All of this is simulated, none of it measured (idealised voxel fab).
The following is a process module called voxel ribs on slabs.
For reference, the cross-section in this document is cut, with width 205 nm and square cells of 5 nm.
In this document a cross-section is written as a grid of square cells. It is given as a series of bands, listed from the top down, and a band is one or more rows of cells.
Heads up on the band format: heights come first, top then bottom, in nm. After that it's the materials left to right, each with its width in nm. A single material flagged "throughout" fills the whole band edge to edge, and "empty" means there's empty space there.
For the purposes of this specification, 0 denotes the height below which the wafer in its as-received condition is composed wholly of one material, and the lowermost band, lacking a lower limit, extends downward without end, as expressed in "0 -> down".
Width spec "30 to 40" -> top row of cells at first value, bottom row at second value, equal per-row change in between.
"nothing was modified" after a step means that no cell of the cross-section changed.
Empty spaces without an open route to the top, at least 8 cells in extent, make up the entry "Enclosed void list"; each is given as width x height at distance, where the distance is measured from the left edge, and all are in nm.
Formally, on a step line, whatever follows the settings is a remark that the simulator itself makes on the step.
overlay nm: where the mask lay relative to plan, measured to the right, on steps with a mask; negatives go left.

## Process steps - plan
| 1 | RECEIVE (material Si) |
| 2 | DIRECTIONAL_DEP (material SiO2; thk nm 25) |
| 3 | DIRECTIONAL_DEP (material polySi; thk nm 15) |
| 4 | DIRECTIONAL_DEP (material aC; thk nm 15) |
| 5 | PATTERN (tone cover; mask id RIB; material resist; width nm 25; thk nm 35; overlay nm 0) |
| 6 | DIRECTIONAL_ETCH (etch materials aC; depth nm 15) |
| 7 | STRIP (etch materials resist) |
| 8 | DIRECTIONAL_ETCH (etch materials polySi; depth nm 5) |
| 9 | STRIP (etch materials aC) |
| 10 | DIRECTIONAL_DEP (material aC; thk nm 15) |
| 11 | PATTERN (tone cover; mask id SLAB; material resist; width nm 85; thk nm 30; overlay nm 0) |
| 12 | DIRECTIONAL_ETCH (etch materials aC; depth nm 15) |
| 13 | STRIP (etch materials resist) |
| 14 | DIRECTIONAL_ETCH (etch materials polySi; depth nm 10) |
| 15 | STRIP (etch materials aC) |
| 16 | FILL_DEP (material SiO2; thk nm 15) |
| 17 | CMP (height nm 50) |
| 18 | DIRECTIONAL_DEP (material TiN; thk nm 10) |
| 19 | DIRECTIONAL_DEP (material aC; thk nm 15) |
| 20 | PATTERN (tone cover; mask id HEATER; material resist; width nm 35; thk nm 35; overlay nm 0) |
| 21 | DIRECTIONAL_ETCH (etch materials aC; depth nm 15) |
| 22 | STRIP (etch materials resist) |
| 23 | DIRECTIONAL_ETCH (etch materials TiN; depth nm 10) |
| 24 | STRIP (etch materials aC) |
| 25 | CONFORMAL_DEP (material SiN; thk nm 10) |

## Wafer as received: cross-section following step 1
0 -> down = Si throughout
Enclosed void list: none

## The cross-section shown corresponds to the wafer at the conclusion of the module. The initial structure and the process plan are those presented above; however, one mistake occurred in executing the plan
70 -> 60 = empty 75, SiN 55, empty 75
60 -> 50 = SiN 85, TiN 35, SiN 85
50 -> 15 = SiO2 throughout
15 -> 0 = polySi throughout
0 -> down = Si throughout
Enclosed void list: none
Here's what went sideways: it was found that steps 2 and 3 of the process plan had been performed in exchanged positions
